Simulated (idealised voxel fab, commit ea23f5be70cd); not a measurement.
This is a process module. Its name is voxel ribs on slabs.
The cross-section on display is named cut; it measures 270 nm wide, and its cells are 5 nm squares.
A cross-section is a grid of square cells, given in bands from the top down. A band is one or more rows of cells.
Each band's line starts with the height of the band's top and of its bottom, in nm. Then come its materials from left to right, each with its width in nm. One material with "edge to edge" fills the band from edge to edge. "blank" is empty space.
The reference from which all heights are counted is 0, the level beneath which the as-received wafer is entirely one material; the lowest band, having no lower bound, proceeds downward and is written after the example "0 -> down".
So if you see something like "30 to 40" for the width, read it as the top row of the band sitting at the first number and the bottom row at the second, with every row in between moving by the same amount as the last.
Step marked "remained unchanged"? Then no cell in the cross-section changed in it.
If an empty space has no open way to the top and is at least 8 cells in size, "Fully enclosed voids" lists it, written width x height at distance, where distance is measured from the left edge and every value is in nm.
That trailing text on a step's line, after the settings, is the simulator's own remark on the step.
overlay nm: how far to the right of its planned place the mask lay on this masked step (negative: to the left).

Process steps foreseen in the plan:
step 1: op RECEIVE | material Si
step 2: op DIRECTIONAL_DEP | material SiO2 | thk nm 30
step 3: op DIRECTIONAL_DEP | material SiN | thk nm 20
step 4: op MASKED_ETCH | tone cover | mask id RIB | width nm 20 | etch materials SiN | depth nm 15 | overlay nm 0
step 5: op MASKED_ETCH | tone cover | mask id SLAB | width nm 50 | etch materials SiN | depth nm 5 | overlay nm 0
step 6: op FILL_DEP | material SiO2 | thk nm 20
step 7: op CMP | height nm 65
step 8: op DIRECTIONAL_DEP | material TiN | thk nm 5
step 9: op DIRECTIONAL_DEP | material aC | thk nm 15
step 10: op PATTERN | tone cover | mask id HEATER | material resist | width nm 30 | thk nm 35 | overlay nm 0
step 11: op DIRECTIONAL_ETCH | etch materials aC | depth nm 15
step 12: op STRIP | etch materials resist
step 13: op DIRECTIONAL_ETCH | etch materials TiN | depth nm 5
step 14: op STRIP | etch materials aC
step 15: op CONFORMAL_DEP | material SiO2 | thk nm 5

First wafer, as planned:

The cross-section here shows the wafer as received, i.e. in its state after step 1:
	0 -> down = Si edge to edge
	Fully enclosed voids: none

Step 2 complete: cross-section through the wafer:
	30 -> 0 = SiO2 edge to edge
	For the remainder of the cross-section, below 0, there is no change.

Step 3 complete: cross-section through the wafer:
	50 -> 30 = SiN edge to edge
	For the remainder of the cross-section, below 30, there is no change.

Step 4 complete: cross-section through the wafer:
	50 -> 35 = blank 125 nm  SiN 20 nm  blank 125 nm
	For the remainder of the cross-section, below 35, there is no change.

Step 5 complete: cross-section through the wafer:
	50 -> 35 = blank 125 nm  SiN 20 nm  blank 125 nm
	35 -> 30 = blank 110 nm  SiN 50 nm  blank 110 nm
	For the remainder of the cross-section, below 30, there is no change.

Step 6 complete: cross-section through the wafer:
	70 -> 50 = SiO2 edge to edge
	50 -> 35 = SiO2 125 nm  SiN 20 nm  SiO2 125 nm
	35 -> 30 = SiO2 110 nm  SiN 50 nm  SiO2 110 nm
	For the remainder of the cross-section, below 30, there is no change.

Step 7 complete: cross-section through the wafer:
	65 -> 50 = SiO2 edge to edge
	For the remainder of the cross-section, below 50, there is no change.

Step 8 complete: cross-section through the wafer:
	70 -> 65 = TiN edge to edge
	For the remainder of the cross-section, below 65, there is no change.

Step 9 complete: cross-section through the wafer:
	85 -> 70 = aC edge to edge
	For the remainder of the cross-section, below 70, there is no change.

Step 10 complete: cross-section through the wafer:
	120 -> 85 = blank 120 nm  resist 30 nm  blank 120 nm
	For the remainder of the cross-section, below 85, there is no change.

Step 11 complete: cross-section through the wafer:
	105 -> 85 = blank 120 nm  resist 30 nm  blank 120 nm
	85 -> 70 = blank 120 nm  aC 30 nm  blank 120 nm
	For the remainder of the cross-section, below 70, there is no change.

Step 12 complete: cross-section through the wafer:
	85 -> 70 = blank 120 nm  aC 30 nm  blank 120 nm
	For the remainder of the cross-section, below 70, there is no change.

Step 13 complete: cross-section through the wafer:
	85 -> 70 = blank 120 nm  aC 30 nm  blank 120 nm
	70 -> 65 = blank 120 nm  TiN 30 nm  blank 120 nm
	For the remainder of the cross-section, below 65, there is no change.

Step 14 complete: cross-section through the wafer:
	70 -> 65 = blank 120 nm  TiN 30 nm  blank 120 nm
	For the remainder of the cross-section, below 65, there is no change.

Step 15 complete: cross-section through the wafer:
	75 -> 70 = blank 115 nm  SiO2 40 nm  blank 115 nm
	70 -> 65 = SiO2 120 nm  TiN 30 nm  SiO2 120 nm
	For the remainder of the cross-section, below 65, there is no change.

Second wafer. Start and plan as for the first. One mistake made in running. Agrees with the first up to and including step 1:

Cross-sectional representation of the second wafer at the time designated in the plan for the completion of step 2:
	20 -> 0 = SiN edge to edge
	For the remainder of the cross-section, below 0, there is no change.

Cross-sectional representation of the second wafer at the time designated in the plan for the completion of step 3:
	50 -> 20 = SiO2 edge to edge
	For the remainder of the cross-section, below 20, there is no change.

Cross-sectional representation of the second wafer at the time designated in the plan for the completion of step 4: remained unchanged

Cross-sectional representation of the second wafer at the time designated in the plan for the completion of step 5: remained unchanged

Cross-sectional representation of the second wafer at the time designated in the plan for the completion of step 6:
	70 -> 20 = SiO2 edge to edge
	For the remainder of the cross-section, below 20, there is no change.

Cross-sectional representation of the second wafer at the time designated in the plan for the completion of step 7:
	65 -> 20 = SiO2 edge to edge
	For the remainder of the cross-section, below 20, there is no change.

Cross-sectional representation of the second wafer at the time designated in the plan for the completion of step 8:
	70 -> 65 = TiN edge to edge
	For the remainder of the cross-section, below 65, there is no change.

Cross-sectional representation of the second wafer at the time designated in the plan for the completion of step 9:
	85 -> 70 = aC edge to edge
	For the remainder of the cross-section, below 70, there is no change.

Cross-sectional representation of the second wafer at the time designated in the plan for the completion of step 10:
	120 -> 85 = blank 120 nm  resist 30 nm  blank 120 nm
	For the remainder of the cross-section, below 85, there is no change.

Cross-sectional representation of the second wafer at the time designated in the plan for the completion of step 11:
	105 -> 85 = blank 120 nm  resist 30 nm  blank 120 nm
	85 -> 70 = blank 120 nm  aC 30 nm  blank 120 nm
	For the remainder of the cross-section, below 70, there is no change.

Cross-sectional representation of the second wafer at the time designated in the plan for the completion of step 12:
	85 -> 70 = blank 120 nm  aC 30 nm  blank 120 nm
	For the remainder of the cross-section, below 70, there is no change.

Cross-sectional representation of the second wafer at the time designated in the plan for the completion of step 13:
	85 -> 70 = blank 120 nm  aC 30 nm  blank 120 nm
	70 -> 65 = blank 120 nm  TiN 30 nm  blank 120 nm
	For the remainder of the cross-section, below 65, there is no change.

Cross-sectional representation of the second wafer at the time designated in the plan for the completion of step 14:
	70 -> 65 = blank 120 nm  TiN 30 nm  blank 120 nm
	For the remainder of the cross-section, below 65, there is no change.

Cross-sectional representation of the second wafer at the time designated in the plan for the completion of step 15:
	75 -> 70 = blank 115 nm  SiO2 40 nm  blank 115 nm
	70 -> 65 = SiO2 120 nm  TiN 30 nm  SiO2 120 nm
	For the remainder of the cross-section, below 65, there is no change.
Which mistake was made when the wafer was run? order of steps 2 and 3 inverted relative to the plan
End of process, cell counts, second wafer against first, materials with more or fewer: 194 more of SiN | 194 fewer of SiO2
